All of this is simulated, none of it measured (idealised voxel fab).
process module | voxel capacitor over wiring
cross-section cut | 180 nm wide | cells 5 nm
A cross-section is a grid of square cells, given in bands from the top down. A band is one or more rows of cells.
Each band's line starts with the height of the band's top and of its bottom, in nm. Then come its materials from left to right, each with its width in nm. One material with "throughout" fills the band from edge to edge. "air" is empty space.
Height 0 is the level under which the wafer as received is all one material. The lowest band goes on downwards, as in "0 down".
A width such as "30 to 40" changes by the same amount from each row of cells to the next, from the band's top row to its bottom row.
"no change" after a step means that no cell of the cross-section changed.
closed voids: empty space of 8 cells or more with no open way to the top, each as width x height at its distance from the left edge, in nm
after a step's settings: what the simulator itself notes on the step
overlay nm, on a step with a mask: how far to the right of its planned place the mask lay; to the left if negative
plan
1 op RECEIVE | material Si
2 op CONFORMAL_DEP | material SiO2 | thk nm 10
3 op CONFORMAL_DEP | material SiCN | thk nm 5
4 op DIRECTIONAL_DEP | material lowk | thk nm 20
5 op MASKED_ETCH | tone open | mask id METAL_1 | width nm 15 | pitch nm 95 | etch materials lowk | depth nm 20 | overlay nm 0
6 op MASKED_ETCH | tone open | mask id METAL_1 | width nm 25 | pitch nm 95 | etch materials SiCN | depth nm 5 | overlay nm 0
7 op CONFORMAL_DEP | material TiN | thk nm 5
8 op FILL_DEP | material Cu | thk nm 5
9 op CMP | height nm 35
10 op CONFORMAL_DEP | material SiCN | thk nm 5
11 op DIRECTIONAL_DEP | material SiO2 | thk nm 20
12 op MASKED_ETCH | tone open | mask id PLUG_1 | width nm 15 | etch materials SiO2 | depth nm 20 | overlay nm 0
13 op MASKED_ETCH | tone open | mask id PLUG_1 | width nm 15 | etch materials SiCN | depth nm 5 | overlay nm 0
14 op CONFORMAL_DEP | material TiN | thk nm 5
15 op FILL_DEP | material W | thk nm 10
16 op CMP | height nm 60
17 op DIRECTIONAL_DEP | material TiN | thk nm 10
18 op DIRECTIONAL_DEP | material SiN | thk nm 5
19 op DIRECTIONAL_DEP | material TiN | thk nm 5
20 op DIRECTIONAL_DEP | material aC | thk nm 15
21 op PATTERN | tone cover | mask id UPPER_PLATE | material resist | width nm 75 | thk nm 30 | overlay nm 0
22 op DIRECTIONAL_ETCH | etch materials aC | depth nm 15
23 op STRIP | etch materials resist
24 op DIRECTIONAL_ETCH | etch materials TiN | depth nm 5
25 op DIRECTIONAL_ETCH | etch materials SiN | depth nm 5
26 op STRIP | etch materials aC
27 op PATTERN | tone cover | mask id LOWER_PLATE | material resist | width nm 85 | thk nm 15 | overlay nm 0
28 op DIRECTIONAL_ETCH | etch materials TiN | depth nm 10
29 op STRIP | etch materials resist
30 op FILL_DEP | material SiO2 | thk nm 15
31 op CMP | height nm 90
32 op DIRECTIONAL_DEP | material aC | thk nm 15
33 op PATTERN | tone open | mask id PLUG_2 | material resist | width nm 15 | thk nm 35 | overlay nm 0
34 op DIRECTIONAL_ETCH | etch materials aC | depth nm 15
35 op STRIP | etch materials resist
36 op DIRECTIONAL_ETCH | etch materials SiO2 | depth nm 10
37 op STRIP | etch materials aC
38 op CONFORMAL_DEP | material TiN | thk nm 5
39 op FILL_DEP | material W | thk nm 10
40 op CMP | height nm 90
41 op CONFORMAL_DEP | material SiCN | thk nm 5
varied across the wafers: width nm of step 5. The plan shows the first wafer's value. All wafers start alike
first wafer as received, after step 1
  0 down: Si throughout
  closed voids: none
each wafer at the end: cells of each material gained (+) or lost (-) since it was received, then its closed voids
width nm 15 | +8 Cu | +99 SiCN | +15 SiN | +350 SiO2 | +87 TiN | +5 W | +120 lowk | closed voids: none
width nm 20 | +16 Cu | +97 SiCN | +15 SiN | +350 SiO2 | +89 TiN | +5 W | +112 lowk | closed voids: none
width nm 25 | +24 Cu | +95 SiCN | +15 SiN | +350 SiO2 | +91 TiN | +5 W | +104 lowk | closed voids: none
width nm 30 | +30 Cu | +95 SiCN | +15 SiN | +350 SiO2 | +93 TiN | +5 W | +96 lowk | closed voids: none
width nm 35 | +36 Cu | +95 SiCN | +15 SiN | +350 SiO2 | +95 TiN | +5 W | +88 lowk | closed voids: none
width nm 40 | +42 Cu | +95 SiCN | +15 SiN | +350 SiO2 | +97 TiN | +5 W | +80 lowk | closed voids: none
